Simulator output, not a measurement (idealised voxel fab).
This section sets out a process module, namely voxel gate over fins.
Each square cell in cross-section cut measures 5 nm, and the section as a whole is 270 nm wide.
Reading order for cross-sections: top band down to bottom band. Underlying form: a grid of square cells. Band size: one or more rows of cells.
Within each band entry, the heights of the top and of the bottom of the band appear first, in that order and in nm; the materials of the band then follow from left to right, each with its corresponding width in nm. The designation "all across" on a single material indicates that it fills the band from edge to edge; the designation "empty" indicates empty space.
The reference from which all heights are counted is 0, the level beneath which the as-received wafer is entirely one material; the lowest band, having no lower bound, proceeds downward and is written after the example "z 0 and below".
It should be noted that a width expressed as "30->40" varies in equal increments from row to row of cells within the band, taking the value of the first number at the top row and that of the second number at the bottom row.
What does "no modifications" mean for a step? It means no cell of the cross-section changed in that step.
"Unvented voids" enumerates empty spaces isolated from the top, with no open way to it, that contain at least 8 cells, giving each as width x height at distance from the left edge, all three in nm.
That trailing text on a step's line, after the settings, is the simulator's own remark on the step.
overlay nm: where the mask lay relative to plan, measured to the right, on steps with a mask; negatives go left.

These are the steps we planned for the process
| 1 | RECEIVE: material Si |
| 2 | CONFORMAL_DEP: material SiN, thk nm 5 |
| 3 | PATTERN: tone cover, mask id FINS, material resist, width nm 15, pitch nm 40, thk nm 15, overlay nm 0 |
| 4 | DIRECTIONAL_ETCH: etch materials SiN, depth nm 5 |
| 5 | DIRECTIONAL_ETCH: etch materials Si, depth nm 30 |
| 6 | STRIP: etch materials resist |
| 7 | OXIDIZE: depth nm 5 |
| 8 | FILL_DEP: material SiO2, thk nm 10 |
| 9 | CMP: height nm 5 |
| 10 | SELECTIVE_ETCH: etch materials SiO2, depth nm 15 |
| 11 | STRIP: etch materials SiN |
| 12 | CONFORMAL_DEP: material HfO2, thk nm 5 |
| 13 | CONFORMAL_DEP: material TiN, thk nm 5 |
| 14 | FILL_DEP: material W, thk nm 10 |
| 15 | CMP: height nm 15 |
| 16 | CONFORMAL_DEP: material SiN, thk nm 5 |
Split variable: width nm, step 3. Plan value = first wafer. Wafers start alike.

Incoming state of the first of several wafers in cross-section: after step 1
> z 0 and below: Si all across
> Unvented voids: none

End-of-module cross-section, first of several wafers, after last step 16
> z 20 to 15: SiN all across
> z 15 to 10: W all across
> z 10 to 5: W=80 / TiN=25 / W=15 / TiN=25 / W=15 / TiN=25 / W=85
> z 5 to 0: W=80 / TiN=5 / HfO2=15 / TiN=5 / W=15 / TiN=5 / HfO2=15 / TiN=5 / W=15 / TiN=5 / HfO2=15 / TiN=5 / W=85
> z 0 to -5: TiN=85 / HfO2=5 / Si=5 / HfO2=5 / TiN=25 / HfO2=5 / Si=5 / HfO2=5 / TiN=25 / HfO2=5 / Si=5 / HfO2=5 / TiN=90
> z -5 to -10: HfO2=90 / Si=5 / HfO2=35 / Si=5 / HfO2=35 / Si=5 / HfO2=95
> z -10 to -35: SiO2=90 / Si=5 / SiO2=35 / Si=5 / SiO2=35 / Si=5 / SiO2=95
> z -35 and below: Si all across
> Unvented voids: none

Here's the last wafer cross-sectioned at the end of the module
> z 20 to 15: SiN all across
> z 15 to 10: W all across
> z 10 to 5: W=75 / TiN=35 / W=5 / TiN=35 / W=5 / TiN=35 / W=80
> z 5 to 0: W=75 / TiN=5 / HfO2=25 / TiN=5 / W=5 / TiN=5 / HfO2=25 / TiN=5 / W=5 / TiN=5 / HfO2=25 / TiN=5 / W=80
> z 0 to -5: TiN=80 / HfO2=5 / Si=15 / HfO2=5 / TiN=15 / HfO2=5 / Si=15 / HfO2=5 / TiN=15 / HfO2=5 / Si=15 / HfO2=5 / TiN=85
> z -5 to -10: HfO2=85 / Si=15 / HfO2=25 / Si=15 / HfO2=25 / Si=15 / HfO2=90
> z -10 to -35: SiO2=85 / Si=15 / SiO2=25 / Si=15 / SiO2=25 / Si=15 / SiO2=90
> z -35 and below: Si all across
> Unvented voids: none

Per wafer (row), end of module: delta in cells per material since receipt, (+) for gained, (-) for lost; closed voids after that
width nm 15 | +66 HfO2 | -357 Si | +54 SiN | +255 SiO2 | +66 TiN | +132 W | Unvented voids: none
width nm 20 | +66 HfO2 | -336 Si | +54 SiN | +240 SiO2 | +66 TiN | +126 W | Unvented voids: none
width nm 25 | +66 HfO2 | -315 Si | +54 SiN | +225 SiO2 | +66 TiN | +120 W | Unvented voids: none
